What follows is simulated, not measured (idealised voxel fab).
This is a process module. Its name is voxel trench capacitor.
The width of the displayed cross-section, cut, is 245 nm; its cells are square, with a size of 5 nm.
Heads up, the way a cross-section reads in here is a grid of square cells, handed over as bands from the top down, with every band being one or more rows of cells. For a band, the entry starts with two heights in nm, that of the top and then that of the bottom, and carries on with the band's materials in order from left to right, each alongside its width in nm; the word "throughout" beside a single material means it fills the band edge to edge, and "air" means empty space. Counting heights begins at 0, where everything beneath is, in the wafer as received, one material. The lowest band has no bottom; it goes on downwards, as "from 0 down" shows. Note: "30 to 40" means the width goes from the first number (top row of the band) to the second number (bottom row) in equal steps per row of cells. For the purposes of this document, the phrase "left unchanged" attached to a step denotes that no cell within the cross-section was modified by that step. Any empty space of 8 cells or more lacking an open way to the top shows up in "Enclosed void listing" as width x height at distance, distance from the left edge, in nm. Heads up: the bit after the settings on a step's line is the simulator's remark on that step. When a step includes a mask, the "overlay nm" setting on its line states how far to the right of its planned place that mask lay, and negative values state how far to the left.
### Here's what the planned process steps look like
1: RECEIVE with material Si
2: CONFORMAL_DEP with material SiN, thk nm 10
3: DIRECTIONAL_DEP with material aC, thk nm 15
4: PATTERN with tone open, mask id TRENCH, material resist, width nm 20, pitch nm 40, thk nm 35, overlay nm 0
5: DIRECTIONAL_ETCH with etch materials aC, depth nm 15
6: STRIP with etch materials resist
7: DIRECTIONAL_ETCH with etch materials SiN, depth nm 10
8: DIRECTIONAL_ETCH with etch materials Si, depth nm 30
9: STRIP with etch materials aC
10: CONFORMAL_DEP with material Al2O3, thk nm 5
11: FILL_DEP with material polySi, thk nm 10
12: CMP with height nm 10
### Wafer cross-section on receipt, i.e. after step 1
  from 0 down  Si throughout
  Enclosed void listing: none
### Same starting wafer, same plan as above, one mistake in the execution; this is the cross-section at the end of the module
  from 25 to 15  polySi throughout
  from 15 to 10  Al2O3 (95)  polySi (10)  Al2O3 (30)  polySi (10)  Al2O3 (100)
  from 10 to 0  SiN (90)  Al2O3 (5)  polySi (10)  Al2O3 (5)  SiN (20)  Al2O3 (5)  polySi (10)  Al2O3 (5)  SiN (95)
  from 0 to -25  Si (90)  Al2O3 (5)  polySi (10)  Al2O3 (5)  Si (20)  Al2O3 (5)  polySi (10)  Al2O3 (5)  Si (95)
  from -25 to -30  Si (90)  Al2O3 (20)  Si (20)  Al2O3 (20)  Si (95)
  from -30 down  Si throughout
  Enclosed void listing: none
Where did the run depart from the plan? step 12 of the plan was omitted and not executed
